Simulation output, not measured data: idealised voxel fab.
process module | voxel local oxidation
cross-section cut | 165 nm wide | cells 5 nm
A cross-section is a grid of square cells, given in bands from the top down. A band is one or more rows of cells.
Each band's line starts with the height of the band's top and of its bottom, in nm. Then come its materials from left to right, each with its width in nm. One material with "throughout" fills the band from edge to edge. "air" is empty space.
Height 0 is the level under which the wafer as received is all one material. The lowest band goes on downwards, as in "0 down".
A width such as "30 to 40" changes by the same amount from each row of cells to the next, from the band's top row to its bottom row.
"no change" after a step means that no cell of the cross-section changed.
closed voids: empty space of 8 cells or more with no open way to the top, each as width x height at its distance from the left edge, in nm
after a step's settings: what the simulator itself notes on the step
overlay nm, on a step with a mask: how far to the right of its planned place the mask lay; to the left if negative
plan
1 op RECEIVE | material Si
2 op OXIDIZE | depth nm 5
3 op CONFORMAL_DEP | material SiN | thk nm 10
4 op MASKED_ETCH | tone cover | mask id ACTIVE | width nm 110 | etch materials SiN | depth nm 10 | overlay nm -10
5 op SELECTIVE_ETCH | etch materials SiO2 | depth nm 5
6 op OXIDIZE | depth nm 15
7 op STRIP | etch materials SiN
varied across the wafers: overlay nm of step 4. The plan shows the first wafer's value. All wafers start alike
first wafer as received, after step 1
  0 down: Si throughout
  closed voids: none
each wafer at the end: cells of each material gained (+) or lost (-) since it was received, then its closed voids
overlay nm -10 | -90 Si | +77 SiO2 | closed voids: none
overlay nm -5 | -90 Si | +77 SiO2 | closed voids: none
overlay nm 0 | -90 Si | +77 SiO2 | closed voids: none
overlay nm 5 | -90 Si | +77 SiO2 | closed voids: none
overlay nm 10 | -90 Si | +77 SiO2 | closed voids: none
overlay nm 15 | -90 Si | +77 SiO2 | closed voids: none
